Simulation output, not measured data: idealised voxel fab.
Herein follows the process module entitled voxel gate over fins.
The figure presents cross-section cut, which has a width of 210 nm and is divided into square cells with an edge length of 5 nm.
This document writes a cross-section as a grid whose cells are square, and gives it as bands, listed from the top down; one or more rows of cells form a band. The band entry comprises the height of the band's top followed by the height of its bottom, expressed in nm, and subsequently the band's materials from left to right, each stated together with its width in nm. Where a single material is marked with the word "everywhere", that material fills the band from edge to edge. The word "blank" represents empty space. Counting heights begins at 0, where everything beneath is, in the wafer as received, one material. The lowest band has no bottom; it goes on downwards, as "z 0 and below" shows. Graded width ("30..40"): value in top row of band = first number; value in bottom row = second number; row-to-row change constant. When a step is marked "no alteration", none of the cells in the cross-section changed during that step. "Closed void roster" contains a list of empty spaces, each no smaller than 8 cells and without an open way to the top, written in the form width x height at distance with the distance from the left edge and all three in nm. Text after the settings on a step's line: the simulator's own remark on that step. On any step carrying a mask, the "overlay nm" setting, if present on the step's line, tells how far right of its planned place the mask lay; negative values point to the left. Pairs ahead. Before: cross-section ahead of one process step. After: cross-section once the step is done, shown to the lowest changed band only. Under each pair: that step, with settings. Caution: pairs may come from different runs of this module on the same starting wafer; a pair follows the pair above only where its "Status quo ante" entry says so.
Status quo ante
    z 15 to 10 | blank=35 | TiAl=140 | blank=35
    z 10 to 5 | blank=35 | TiAl=5 | TiN=25 | TiAl=10 | TiN=25 | TiAl=10 | TiN=25 | TiAl=10 | TiN=25 | TiAl=5 | blank=35
    z 5 to 0 | blank=35 | TiAl=5 | TiN=5 | HfO2=15 | TiN=5 | TiAl=10 | TiN=5 | HfO2=15 | TiN=5 | TiAl=10 | TiN=5 | HfO2=15 | TiN=5 | TiAl=10 | TiN=5 | HfO2=15 | TiN=5 | TiAl=5 | blank=35
    z 0 to -5 | TiAl=40 | TiN=5 | HfO2=5 | Si=5 | HfO2=5 | TiN=5 | TiAl=10 | TiN=5 | HfO2=5 | Si=5 | HfO2=5 | TiN=5 | TiAl=10 | TiN=5 | HfO2=5 | Si=5 | HfO2=5 | TiN=5 | TiAl=10 | TiN=5 | HfO2=5 | Si=5 | HfO2=5 | TiN=5 | TiAl=40
    z -5 to -10 | TiN=35 | TiAl=5 | TiN=5 | HfO2=5 | Si=5 | HfO2=5 | TiN=5 | TiAl=10 | TiN=5 | HfO2=5 | Si=5 | HfO2=5 | TiN=5 | TiAl=10 | TiN=5 | HfO2=5 | Si=5 | HfO2=5 | TiN=5 | TiAl=10 | TiN=5 | HfO2=5 | Si=5 | HfO2=5 | TiN=5 | TiAl=5 | TiN=35
    z -10 to -15 | HfO2=30 | TiN=15 | HfO2=5 | Si=5 | HfO2=5 | TiN=20 | HfO2=5 | Si=5 | HfO2=5 | TiN=20 | HfO2=5 | Si=5 | HfO2=5 | TiN=20 | HfO2=5 | Si=5 | HfO2=5 | TiN=15 | HfO2=30
    z -15 to -20 | SiO2=25 | HfO2=25 | Si=5 | HfO2=30 | Si=5 | HfO2=30 | Si=5 | HfO2=30 | Si=5 | HfO2=25 | SiO2=25
    z -20 to -40 | SiO2=50 | Si=5 | SiO2=30 | Si=5 | SiO2=30 | Si=5 | SiO2=30 | Si=5 | SiO2=50
    z -40 and below | Si everywhere
    Closed void roster: none
Structure After Step
    z 20 to 15 | blank=30 | TiN=150 | blank=30
    z 15 to 10 | blank=30 | TiN=5 | TiAl=140 | TiN=5 | blank=30
    z 10 to 5 | blank=30 | TiN=5 | TiAl=5 | TiN=25 | TiAl=10 | TiN=25 | TiAl=10 | TiN=25 | TiAl=10 | TiN=25 | TiAl=5 | TiN=5 | blank=30
    z 5 to 0 | TiN=35 | TiAl=5 | TiN=5 | HfO2=15 | TiN=5 | TiAl=10 | TiN=5 | HfO2=15 | TiN=5 | TiAl=10 | TiN=5 | HfO2=15 | TiN=5 | TiAl=10 | TiN=5 | HfO2=15 | TiN=5 | TiAl=5 | TiN=35
    At heights below 0, the structure remains unaltered.
    Closed void roster: none
Between the two cross-sections you see above, the step is CONFORMAL_DEP, material TiN, thk nm 5
Status quo ante: It is represented by the cross-section appearing after the step of the pair directly above.
Structure After Step
    z 35 to 20 | W everywhere
    z 20 to 15 | W=30 | TiN=150 | W=30
    z 15 to 10 | W=30 | TiN=5 | TiAl=140 | TiN=5 | W=30
    z 10 to 5 | W=30 | TiN=5 | TiAl=5 | TiN=25 | TiAl=10 | TiN=25 | TiAl=10 | TiN=25 | TiAl=10 | TiN=25 | TiAl=5 | TiN=5 | W=30
    At heights below 5, the structure remains unaltered.
    Closed void roster: none
Between the two cross-sections you see above, the step is FILL_DEP, material W, thk nm 15
Status quo ante: It is represented by the cross-section appearing after the step of the pair directly above.
Structure After Step
    z 30 to 20 | W everywhere
    At heights below 20, the structure remains unaltered.
    Closed void roster: none
Between the two cross-sections you see above, the step is CMP, height nm 30
Status quo ante: It is represented by the cross-section appearing after the step of the pair directly above.
Structure After Step
    z 35 to 30 | SiN everywhere
    At heights below 30, the structure remains unaltered.
    Closed void roster: none
Between the two cross-sections you see above, the step is CONFORMAL_DEP, material SiN, thk nm 5
Status quo ante
    z 5 to 0 | blank=45 | HfO2=15 | blank=20 | HfO2=15 | blank=20 | HfO2=15 | blank=20 | HfO2=15 | blank=45
    z 0 to -10 | blank=45 | HfO2=5 | Si=5 | HfO2=5 | blank=20 | HfO2=5 | Si=5 | HfO2=5 | blank=20 | HfO2=5 | Si=5 | HfO2=5 | blank=20 | HfO2=5 | Si=5 | HfO2=5 | blank=45
    z -10 to -15 | HfO2=50 | Si=5 | HfO2=30 | Si=5 | HfO2=30 | Si=5 | HfO2=30 | Si=5 | HfO2=50
    z -15 to -40 | SiO2=50 | Si=5 | SiO2=30 | Si=5 | SiO2=30 | Si=5 | SiO2=30 | Si=5 | SiO2=50
    z -40 and below | Si everywhere
    Closed void roster: none
Structure After Step
    z 20 to 5 | blank=30 | TiN=150 | blank=30
    z 5 to 0 | TiN=45 | HfO2=15 | TiN=20 | HfO2=15 | TiN=20 | HfO2=15 | TiN=20 | HfO2=15 | TiN=45
    z 0 to -10 | TiN=45 | HfO2=5 | Si=5 | HfO2=5 | TiN=20 | HfO2=5 | Si=5 | HfO2=5 | TiN=20 | HfO2=5 | Si=5 | HfO2=5 | TiN=20 | HfO2=5 | Si=5 | HfO2=5 | TiN=45
    At heights below -10, the structure remains unaltered.
    Closed void roster: none
Between the two cross-sections you see above, the step is CONFORMAL_DEP, material TiN, thk nm 15
Status quo ante: It is represented by the cross-section appearing after the step of the pair directly above.
Structure After Step
    z 25 to 20 | blank=25 | TiAl=160 | blank=25
    z 20 to 10 | blank=25 | TiAl=5 | TiN=150 | TiAl=5 | blank=25
    z 10 to 5 | TiAl=30 | TiN=150 | TiAl=30
    At heights below 5, the structure remains unaltered.
    Closed void roster: none
Between the two cross-sections you see above, the step is CONFORMAL_DEP, material TiAl, thk nm 5
Status quo ante: It is represented by the cross-section appearing after the step of the pair directly above.
Structure After Step
    z 30 to 25 | blank=20 | TiN=170 | blank=20
    z 25 to 20 | blank=20 | TiN=5 | TiAl=160 | TiN=5 | blank=20
    z 20 to 15 | blank=20 | TiN=5 | TiAl=5 | TiN=150 | TiAl=5 | TiN=5 | blank=20
    z 15 to 10 | TiN=25 | TiAl=5 | TiN=150 | TiAl=5 | TiN=25
    At heights below 10, the structure remains unaltered.
    Closed void roster: none
Between the two cross-sections you see above, the step is CONFORMAL_DEP, material TiN, thk nm 5
Status quo ante: It is represented by the cross-section appearing after the step of the pair directly above.
Structure After Step
    z 45 to 30 | W everywhere
    z 30 to 25 | W=20 | TiN=170 | W=20
    z 25 to 20 | W=20 | TiN=5 | TiAl=160 | TiN=5 | W=20
    z 20 to 15 | W=20 | TiN=5 | TiAl=5 | TiN=150 | TiAl=5 | TiN=5 | W=20
    At heights below 15, the structure remains unaltered.
    Closed void roster: none
Between the two cross-sections you see above, the step is FILL_DEP, material W, thk nm 15
Status quo ante: It is represented by the cross-section appearing after the step of the pair directly above.
Structure After Step
    z 30 to 25 | W=20 | TiN=170 | W=20
    At heights below 25, the structure remains unaltered.
    Closed void roster: none
Between the two cross-sections you see above, the step is CMP, height nm 30
Status quo ante: It is represented by the cross-section appearing after the step of the pair directly above.
Structure After Step
    z 35 to 30 | SiN everywhere
    At heights below 30, the structure remains unaltered.
    Closed void roster: none
Between the two cross-sections you see above, the step is CONFORMAL_DEP, material SiN, thk nm 5
Status quo ante
    z 15 to 5 | aC everywhere
    z 5 to 0 | SiN everywhere
    z 0 and below | Si everywhere
    Closed void roster: none
Structure After Step
    z 45 to 15 | blank=45 | resist=20 | blank=15 | resist=20 | blank=15 | resist=20 | blank=15 | resist=20 | blank=40
    At heights below 15, the structure remains unaltered.
    Closed void roster: none
Between the two cross-sections you see above, the step is PATTERN, tone cover, mask id FINS, material resist, width nm 20, pitch nm 35, thk nm 30, overlay nm 0
Status quo ante: It is represented by the cross-section appearing after the step of the pair directly above.
Structure After Step
    z 35 to 15 | blank=45 | resist=20 | blank=15 | resist=20 | blank=15 | resist=20 | blank=15 | resist=20 | blank=40
    z 15 to 5 | blank=45 | aC=20 | blank=15 | aC=20 | blank=15 | aC=20 | blank=15 | aC=20 | blank=40
    At heights below 5, the structure remains unaltered.
    Closed void roster: none
Between the two cross-sections you see above, the step is DIRECTIONAL_ETCH, etch materials aC, depth nm 10
Status quo ante: It is represented by the cross-section appearing after the step of the pair directly above.
Structure After Step
    z 15 to 5 | blank=45 | aC=20 | blank=15 | aC=20 | blank=15 | aC=20 | blank=15 | aC=20 | blank=40
    At heights below 5, the structure remains unaltered.
    Closed void roster: none
Between the two cross-sections you see above, the step is STRIP, etch materials resist
Status quo ante: It is represented by the cross-section appearing after the step of the pair directly above.
Structure After Step
    z 15 to 5 | blank=45 | aC=20 | blank=15 | aC=20 | blank=15 | aC=20 | blank=15 | aC=20 | blank=40
    z 5 to 0 | blank=45 | SiN=20 | blank=15 | SiN=20 | blank=15 | SiN=20 | blank=15 | SiN=20 | blank=40
    At heights below 0, the structure remains unaltered.
    Closed void roster: none
Between the two cross-sections you see above, the step is DIRECTIONAL_ETCH, etch materials SiN, depth nm 5
Status quo ante: It is represented by the cross-section appearing after the step of the pair directly above.
Structure After Step
    z 15 to 5 | blank=45 | aC=20 | blank=15 | aC=20 | blank=15 | aC=20 | blank=15 | aC=20 | blank=40
    z 5 to 0 | blank=45 | SiN=20 | blank=15 | SiN=20 | blank=15 | SiN=20 | blank=15 | SiN=20 | blank=40
    z 0 to -35 | blank=45 | Si=20 | blank=15 | Si=20 | blank=15 | Si=20 | blank=15 | Si=20 | blank=40
    At heights below -35, the structure remains unaltered.
    Closed void roster: none
Between the two cross-sections you see above, the step is DIRECTIONAL_ETCH, etch materials Si, depth nm 35
Status quo ante: It is represented by the cross-section appearing after the step of the pair directly above.
Structure After Step
    z 5 to 0 | blank=45 | SiN=20 | blank=15 | SiN=20 | blank=15 | SiN=20 | blank=15 | SiN=20 | blank=40
    At heights below 0, the structure remains unaltered.
    Closed void roster: none
Between the two cross-sections you see above, the step is STRIP, etch materials aC
Status quo ante: It is represented by the cross-section appearing after the step of the pair directly above.
Structure After Step
    z 5 to 0 | blank=45 | SiN=20 | blank=15 | SiN=20 | blank=15 | SiN=20 | blank=15 | SiN=20 | blank=40
    z 0 to -35 | blank=45 | SiO2=5 | Si=10 | SiO2=5 | blank=15 | SiO2=5 | Si=10 | SiO2=5 | blank=15 | SiO2=5 | Si=10 | SiO2=5 | blank=15 | SiO2=5 | Si=10 | SiO2=5 | blank=40
    z -35 to -40 | SiO2=50 | Si=10 | SiO2=25 | Si=10 | SiO2=25 | Si=10 | SiO2=25 | Si=10 | SiO2=45
    At heights below -40, the structure remains unaltered.
    Closed void roster: none
Between the two cross-sections you see above, the step is OXIDIZE, depth nm 5
Status quo ante: It is represented by the cross-section appearing after the step of the pair directly above.
Structure After Step
    z 20 to 5 | SiO2 everywhere
    z 5 to 0 | SiO2=45 | SiN=20 | SiO2=15 | SiN=20 | SiO2=15 | SiN=20 | SiO2=15 | SiN=20 | SiO2=40
    z 0 to -40 | SiO2=50 | Si=10 | SiO2=25 | Si=10 | SiO2=25 | Si=10 | SiO2=25 | Si=10 | SiO2=45
    At heights below -40, the structure remains unaltered.
    Closed void roster: none
Between the two cross-sections you see above, the step is FILL_DEP, material SiO2, thk nm 15
Status quo ante: It is represented by the cross-section appearing after the step of the pair directly above.
Structure After Step
    z 5 to 0 | SiO2=45 | SiN=20 | SiO2=15 | SiN=20 | SiO2=15 | SiN=20 | SiO2=15 | SiN=20 | SiO2=40
    At heights below 0, the structure remains unaltered.
    Closed void roster: none
Between the two cross-sections you see above, the step is CMP, height nm 5
Status quo ante: It is represented by the cross-section appearing after the step of the pair directly above.
Structure After Step
    z 5 to 0 | blank=45 | SiN=20 | blank=15 | SiN=20 | blank=15 | SiN=20 | blank=15 | SiN=20 | blank=40
    z 0 to -15 | blank=50 | Si=10 | blank=25 | Si=10 | blank=25 | Si=10 | blank=25 | Si=10 | blank=45
    At heights below -15, the structure remains unaltered.
    Closed void roster: none
Between the two cross-sections you see above, the step is SELECTIVE_ETCH, etch materials SiO2, depth nm 20
Status quo ante: It is represented by the cross-section appearing after the step of the pair directly above.
Structure After Step
    z 0 to -15 | blank=50 | Si=10 | blank=25 | Si=10 | blank=25 | Si=10 | blank=25 | Si=10 | blank=45
    At heights below -15, the structure remains unaltered.
    Closed void roster: none
Between the two cross-sections you see above, the step is STRIP, etch materials SiN
Status quo ante: It is represented by the cross-section appearing after the step of the pair directly above.
Structure After Step
    z 5 to 0 | blank=45 | HfO2=20 | blank=15 | HfO2=20 | blank=15 | HfO2=20 | blank=15 | HfO2=20 | blank=40
    z 0 to -10 | blank=45 | HfO2=5 | Si=10 | HfO2=5 | blank=15 | HfO2=5 | Si=10 | HfO2=5 | blank=15 | HfO2=5 | Si=10 | HfO2=5 | blank=15 | HfO2=5 | Si=10 | HfO2=5 | blank=40
    z -10 to -15 | HfO2=50 | Si=10 | HfO2=25 | Si=10 | HfO2=25 | Si=10 | HfO2=25 | Si=10 | HfO2=45
    At heights below -15, the structure remains unaltered.
    Closed void roster: none
Between the two cross-sections you see above, the step is CONFORMAL_DEP, material HfO2, thk nm 5
Status quo ante: It is represented by the cross-section appearing after the step of the pair directly above.
Structure After Step
    z 10 to 5 | blank=40 | TiN=30 | blank=5 | TiN=30 | blank=5 | TiN=30 | blank=5 | TiN=30 | blank=35
    z 5 to 0 | blank=40 | TiN=5 | HfO2=20 | TiN=5 | blank=5 | TiN=5 | HfO2=20 | TiN=5 | blank=5 | TiN=5 | HfO2=20 | TiN=5 | blank=5 | TiN=5 | HfO2=20 | TiN=5 | blank=35
    z 0 to -5 | blank=40 | TiN=5 | HfO2=5 | Si=10 | HfO2=5 | TiN=5 | blank=5 | TiN=5 | HfO2=5 | Si=10 | HfO2=5 | TiN=5 | blank=5 | TiN=5 | HfO2=5 | Si=10 | HfO2=5 | TiN=5 | blank=5 | TiN=5 | HfO2=5 | Si=10 | HfO2=5 | TiN=5 | blank=35
    z -5 to -10 | TiN=45 | HfO2=5 | Si=10 | HfO2=5 | TiN=15 | HfO2=5 | Si=10 | HfO2=5 | TiN=15 | HfO2=5 | Si=10 | HfO2=5 | TiN=15 | HfO2=5 | Si=10 | HfO2=5 | TiN=40
    At heights below -10, the structure remains unaltered.
    Closed void roster: none
Between the two cross-sections you see above, the step is CONFORMAL_DEP, material TiN, thk nm 5
Status quo ante: It is represented by the cross-section appearing after the step of the pair directly above.
Structure After Step
    z 15 to 10 | blank=35 | TiAl=145 | blank=30
    z 10 to 5 | blank=35 | TiAl=5 | TiN=30 | TiAl=5 | TiN=30 | TiAl=5 | TiN=30 | TiAl=5 | TiN=30 | TiAl=5 | blank=30
    z 5 to 0 | blank=35 | TiAl=5 | TiN=5 | HfO2=20 | TiN=5 | TiAl=5 | TiN=5 | HfO2=20 | TiN=5 | TiAl=5 | TiN=5 | HfO2=20 | TiN=5 | TiAl=5 | TiN=5 | HfO2=20 | TiN=5 | TiAl=5 | blank=30
    z 0 to -5 | TiAl=40 | TiN=5 | HfO2=5 | Si=10 | HfO2=5 | TiN=5 | TiAl=5 | TiN=5 | HfO2=5 | Si=10 | HfO2=5 | TiN=5 | TiAl=5 | TiN=5 | HfO2=5 | Si=10 | HfO2=5 | TiN=5 | TiAl=5 | TiN=5 | HfO2=5 | Si=10 | HfO2=5 | TiN=5 | TiAl=35
    At heights below -5, the structure remains unaltered.
    Closed void roster: none
Between the two cross-sections you see above, the step is CONFORMAL_DEP, material TiAl, thk nm 5
Status quo ante: It is represented by the cross-section appearing after the step of the pair directly above.
Structure After Step
    z 20 to 15 | blank=30 | TiN=155 | blank=25
    z 15 to 10 | blank=30 | TiN=5 | TiAl=145 | TiN=5 | blank=25
    z 10 to 5 | blank=30 | TiN=5 | TiAl=5 | TiN=30 | TiAl=5 | TiN=30 | TiAl=5 | TiN=30 | TiAl=5 | TiN=30 | TiAl=5 | TiN=5 | blank=25
    z 5 to 0 | TiN=35 | TiAl=5 | TiN=5 | HfO2=20 | TiN=5 | TiAl=5 | TiN=5 | HfO2=20 | TiN=5 | TiAl=5 | TiN=5 | HfO2=20 | TiN=5 | TiAl=5 | TiN=5 | HfO2=20 | TiN=5 | TiAl=5 | TiN=30
    At heights below 0, the structure remains unaltered.
    Closed void roster: none
Between the two cross-sections you see above, the step is CONFORMAL_DEP, material TiN, thk nm 5
Status quo ante: It is represented by the cross-section appearing after the step of the pair directly above.
Structure After Step
    z 35 to 20 | W everywhere
    z 20 to 15 | W=30 | TiN=155 | W=25
    z 15 to 10 | W=30 | TiN=5 | TiAl=145 | TiN=5 | W=25
    z 10 to 5 | W=30 | TiN=5 | TiAl=5 | TiN=30 | TiAl=5 | TiN=30 | TiAl=5 | TiN=30 | TiAl=5 | TiN=30 | TiAl=5 | TiN=5 | W=25
    At heights below 5, the structure remains unaltered.
    Closed void roster: none
Between the two cross-sections you see above, the step is FILL_DEP, material W, thk nm 15
Status quo ante: It is represented by the cross-section appearing after the step of the pair directly above.
Structure After Step
    z 30 to 20 | W everywhere
    At heights below 20, the structure remains unaltered.
    Closed void roster: none
Between the two cross-sections you see above, the step is CMP, height nm 30
Status quo ante: It is represented by the cross-section appearing after the step of the pair directly above.
Structure After Step
    z 35 to 30 | SiN everywhere
    At heights below 30, the structure remains unaltered.
    Closed void roster: none
Between the two cross-sections you see above, the step is CONFORMAL_DEP, material SiN, thk nm 5
Status quo ante
    z 15 to 5 | aC everywhere
    z 5 to 0 | SiN everywhere
    z 0 and below | Si everywhere
    Closed void roster: none
Structure After Step
    z 45 to 15 | blank=50 | resist=15 | blank=20 | resist=15 | blank=20 | resist=15 | blank=20 | resist=15 | blank=40
    At heights below 15, the structure remains unaltered.
    Closed void roster: none
Between the two cross-sections you see above, the step is PATTERN, tone cover, mask id FINS, material resist, width nm 15, pitch nm 35, thk nm 30, overlay nm 5
Status quo ante: It is represented by the cross-section appearing after the step of the pair directly above.
Structure After Step
    z 35 to 15 | blank=50 | resist=15 | blank=20 | resist=15 | blank=20 | resist=15 | blank=20 | resist=15 | blank=40
    z 15 to 5 | blank=50 | aC=15 | blank=20 | aC=15 | blank=20 | aC=15 | blank=20 | aC=15 | blank=40
    At heights below 5, the structure remains unaltered.
    Closed void roster: none
Between the two cross-sections you see above, the step is DIRECTIONAL_ETCH, etch materials aC, depth nm 10
Status quo ante: It is represented by the cross-section appearing after the step of the pair directly above.
Structure After Step
    z 15 to 5 | blank=50 | aC=15 | blank=20 | aC=15 | blank=20 | aC=15 | blank=20 | aC=15 | blank=40
    At heights below 5, the structure remains unaltered.
    Closed void roster: none
Between the two cross-sections you see above, the step is STRIP, etch materials resist
Status quo ante: It is represented by the cross-section appearing after the step of the pair directly above.
Structure After Step
    z 15 to 5 | blank=50 | aC=15 | blank=20 | aC=15 | blank=20 | aC=15 | blank=20 | aC=15 | blank=40
    z 5 to 0 | blank=50 | SiN=15 | blank=20 | SiN=15 | blank=20 | SiN=15 | blank=20 | SiN=15 | blank=40
    At heights below 0, the structure remains unaltered.
    Closed void roster: none
Between the two cross-sections you see above, the step is DIRECTIONAL_ETCH, etch materials SiN, depth nm 5
Status quo ante: It is represented by the cross-section appearing after the step of the pair directly above.
Structure After Step
    z 15 to 5 | blank=50 | aC=15 | blank=20 | aC=15 | blank=20 | aC=15 | blank=20 | aC=15 | blank=40
    z 5 to 0 | blank=50 | SiN=15 | blank=20 | SiN=15 | blank=20 | SiN=15 | blank=20 | SiN=15 | blank=40
    z 0 to -35 | blank=50 | Si=15 | blank=20 | Si=15 | blank=20 | Si=15 | blank=20 | Si=15 | blank=40
    At heights below -35, the structure remains unaltered.
    Closed void roster: none
Between the two cross-sections you see above, the step is DIRECTIONAL_ETCH, etch materials Si, depth nm 35
Status quo ante: It is represented by the cross-section appearing after the step of the pair directly above.
Structure After Step
    z 5 to 0 | blank=50 | SiN=15 | blank=20 | SiN=15 | blank=20 | SiN=15 | blank=20 | SiN=15 | blank=40
    At heights below 0, the structure remains unaltered.
    Closed void roster: none
Between the two cross-sections you see above, the step is STRIP, etch materials aC
Status quo ante: It is represented by the cross-section appearing after the step of the pair directly above.
Structure After Step
    z 5 to 0 | blank=50 | SiN=15 | blank=20 | SiN=15 | blank=20 | SiN=15 | blank=20 | SiN=15 | blank=40
    z 0 to -35 | blank=50 | SiO2=5 | Si=5 | SiO2=5 | blank=20 | SiO2=5 | Si=5 | SiO2=5 | blank=20 | SiO2=5 | Si=5 | SiO2=5 | blank=20 | SiO2=5 | Si=5 | SiO2=5 | blank=40
    z -35 to -40 | SiO2=55 | Si=5 | SiO2=30 | Si=5 | SiO2=30 | Si=5 | SiO2=30 | Si=5 | SiO2=45
    At heights below -40, the structure remains unaltered.
    Closed void roster: none
Between the two cross-sections you see above, the step is OXIDIZE, depth nm 5
Status quo ante: It is represented by the cross-section appearing after the step of the pair directly above.
Structure After Step
    z 20 to 5 | SiO2 everywhere
    z 5 to 0 | SiO2=50 | SiN=15 | SiO2=20 | SiN=15 | SiO2=20 | SiN=15 | SiO2=20 | SiN=15 | SiO2=40
    z 0 to -40 | SiO2=55 | Si=5 | SiO2=30 | Si=5 | SiO2=30 | Si=5 | SiO2=30 | Si=5 | SiO2=45
    At heights below -40, the structure remains unaltered.
    Closed void roster: none
Between the two cross-sections you see above, the step is FILL_DEP, material SiO2, thk nm 15
Status quo ante: It is represented by the cross-section appearing after the step of the pair directly above.
Structure After Step
    z 5 to 0 | SiO2=50 | SiN=15 | SiO2=20 | SiN=15 | SiO2=20 | SiN=15 | SiO2=20 | SiN=15 | SiO2=40
    At heights below 0, the structure remains unaltered.
    Closed void roster: none
Between the two cross-sections you see above, the step is CMP, height nm 5
Status quo ante: It is represented by the cross-section appearing after the step of the pair directly above.
Structure After Step
    z 5 to 0 | blank=50 | SiN=15 | blank=20 | SiN=15 | blank=20 | SiN=15 | blank=20 | SiN=15 | blank=40
    z 0 to -15 | blank=55 | Si=5 | blank=30 | Si=5 | blank=30 | Si=5 | blank=30 | Si=5 | blank=45
    At heights below -15, the structure remains unaltered.
    Closed void roster: none
Between the two cross-sections you see above, the step is SELECTIVE_ETCH, etch materials SiO2, depth nm 20
Status quo ante: It is represented by the cross-section appearing after the step of the pair directly above.
Structure After Step
    z 0 to -15 | blank=55 | Si=5 | blank=30 | Si=5 | blank=30 | Si=5 | blank=30 | Si=5 | blank=45
    At heights below -15, the structure remains unaltered.
    Closed void roster: none
Between the two cross-sections you see above, the step is STRIP, etch materials SiN
Status quo ante: It is represented by the cross-section appearing after the step of the pair directly above.
Structure After Step
    z 5 to 0 | blank=50 | HfO2=15 | blank=20 | HfO2=15 | blank=20 | HfO2=15 | blank=20 | HfO2=15 | blank=40
    z 0 to -10 | blank=50 | HfO2=5 | Si=5 | HfO2=5 | blank=20 | HfO2=5 | Si=5 | HfO2=5 | blank=20 | HfO2=5 | Si=5 | HfO2=5 | blank=20 | HfO2=5 | Si=5 | HfO2=5 | blank=40
    z -10 to -15 | HfO2=55 | Si=5 | HfO2=30 | Si=5 | HfO2=30 | Si=5 | HfO2=30 | Si=5 | HfO2=45
    At heights below -15, the structure remains unaltered.
    Closed void roster: none
Between the two cross-sections you see above, the step is CONFORMAL_DEP, material HfO2, thk nm 5
Status quo ante: It is represented by the cross-section appearing after the step of the pair directly above.
Structure After Step
    z 10 to 5 | blank=45 | TiN=25 | blank=10 | TiN=25 | blank=10 | TiN=25 | blank=10 | TiN=25 | blank=35
    z 5 to 0 | blank=45 | TiN=5 | HfO2=15 | TiN=5 | blank=10 | TiN=5 | HfO2=15 | TiN=5 | blank=10 | TiN=5 | HfO2=15 | TiN=5 | blank=10 | TiN=5 | HfO2=15 | TiN=5 | blank=35
    z 0 to -5 | blank=45 | TiN=5 | HfO2=5 | Si=5 | HfO2=5 | TiN=5 | blank=10 | TiN=5 | HfO2=5 | Si=5 | HfO2=5 | TiN=5 | blank=10 | TiN=5 | HfO2=5 | Si=5 | HfO2=5 | TiN=5 | blank=10 | TiN=5 | HfO2=5 | Si=5 | HfO2=5 | TiN=5 | blank=35
    z -5 to -10 | TiN=50 | HfO2=5 | Si=5 | HfO2=5 | TiN=20 | HfO2=5 | Si=5 | HfO2=5 | TiN=20 | HfO2=5 | Si=5 | HfO2=5 | TiN=20 | HfO2=5 | Si=5 | HfO2=5 | TiN=40
    At heights below -10, the structure remains unaltered.
    Closed void roster: none
Between the two cross-sections you see above, the step is CONFORMAL_DEP, material TiN, thk nm 5
Status quo ante: It is represented by the cross-section appearing after the step of the pair directly above.
Structure After Step
    z 15 to 10 | blank=40 | TiAl=140 | blank=30
    z 10 to 5 | blank=40 | TiAl=5 | TiN=25 | TiAl=10 | TiN=25 | TiAl=10 | TiN=25 | TiAl=10 | TiN=25 | TiAl=5 | blank=30
    z 5 to 0 | blank=40 | TiAl=5 | TiN=5 | HfO2=15 | TiN=5 | TiAl=10 | TiN=5 | HfO2=15 | TiN=5 | TiAl=10 | TiN=5 | HfO2=15 | TiN=5 | TiAl=10 | TiN=5 | HfO2=15 | TiN=5 | TiAl=5 | blank=30
    z 0 to -5 | TiAl=45 | TiN=5 | HfO2=5 | Si=5 | HfO2=5 | TiN=5 | TiAl=10 | TiN=5 | HfO2=5 | Si=5 | HfO2=5 | TiN=5 | TiAl=10 | TiN=5 | HfO2=5 | Si=5 | HfO2=5 | TiN=5 | TiAl=10 | TiN=5 | HfO2=5 | Si=5 | HfO2=5 | TiN=5 | TiAl=35
    At heights below -5, the structure remains unaltered.
    Closed void roster: none
Between the two cross-sections you see above, the step is CONFORMAL_DEP, material TiAl, thk nm 5
Status quo ante: It is represented by the cross-section appearing after the step of the pair directly above.
Structure After Step
    z 20 to 15 | blank=35 | TiN=150 | blank=25
    z 15 to 10 | blank=35 | TiN=5 | TiAl=140 | TiN=5 | blank=25
    z 10 to 5 | blank=35 | TiN=5 | TiAl=5 | TiN=25 | TiAl=10 | TiN=25 | TiAl=10 | TiN=25 | TiAl=10 | TiN=25 | TiAl=5 | TiN=5 | blank=25
    z 5 to 0 | TiN=40 | TiAl=5 | TiN=5 | HfO2=15 | TiN=5 | TiAl=10 | TiN=5 | HfO2=15 | TiN=5 | TiAl=10 | TiN=5 | HfO2=15 | TiN=5 | TiAl=10 | TiN=5 | HfO2=15 | TiN=5 | TiAl=5 | TiN=30
    At heights below 0, the structure remains unaltered.
    Closed void roster: none
Between the two cross-sections you see above, the step is CONFORMAL_DEP, material TiN, thk nm 5
Status quo ante: It is represented by the cross-section appearing after the step of the pair directly above.
Structure After Step
    z 35 to 20 | W everywhere
    z 20 to 15 | W=35 | TiN=150 | W=25
    z 15 to 10 | W=35 | TiN=5 | TiAl=140 | TiN=5 | W=25
    z 10 to 5 | W=35 | TiN=5 | TiAl=5 | TiN=25 | TiAl=10 | TiN=25 | TiAl=10 | TiN=25 | TiAl=10 | TiN=25 | TiAl=5 | TiN=5 | W=25
    At heights below 5, the structure remains unaltered.
    Closed void roster: none
Between the two cross-sections you see above, the step is FILL_DEP, material W, thk nm 15
Status quo ante: It is represented by the cross-section appearing after the step of the pair directly above.
Structure After Step
    z 30 to 20 | W everywhere
    At heights below 20, the structure remains unaltered.
    Closed void roster: none
Between the two cross-sections you see above, the step is CMP, height nm 30
Status quo ante: It is represented by the cross-section appearing after the step of the pair directly above.
Structure After Step
    z 35 to 30 | SiN everywhere
    At heights below 30, the structure remains unaltered.
    Closed void roster: none
Between the two cross-sections you see above, the step is CONFORMAL_DEP, material SiN, thk nm 5
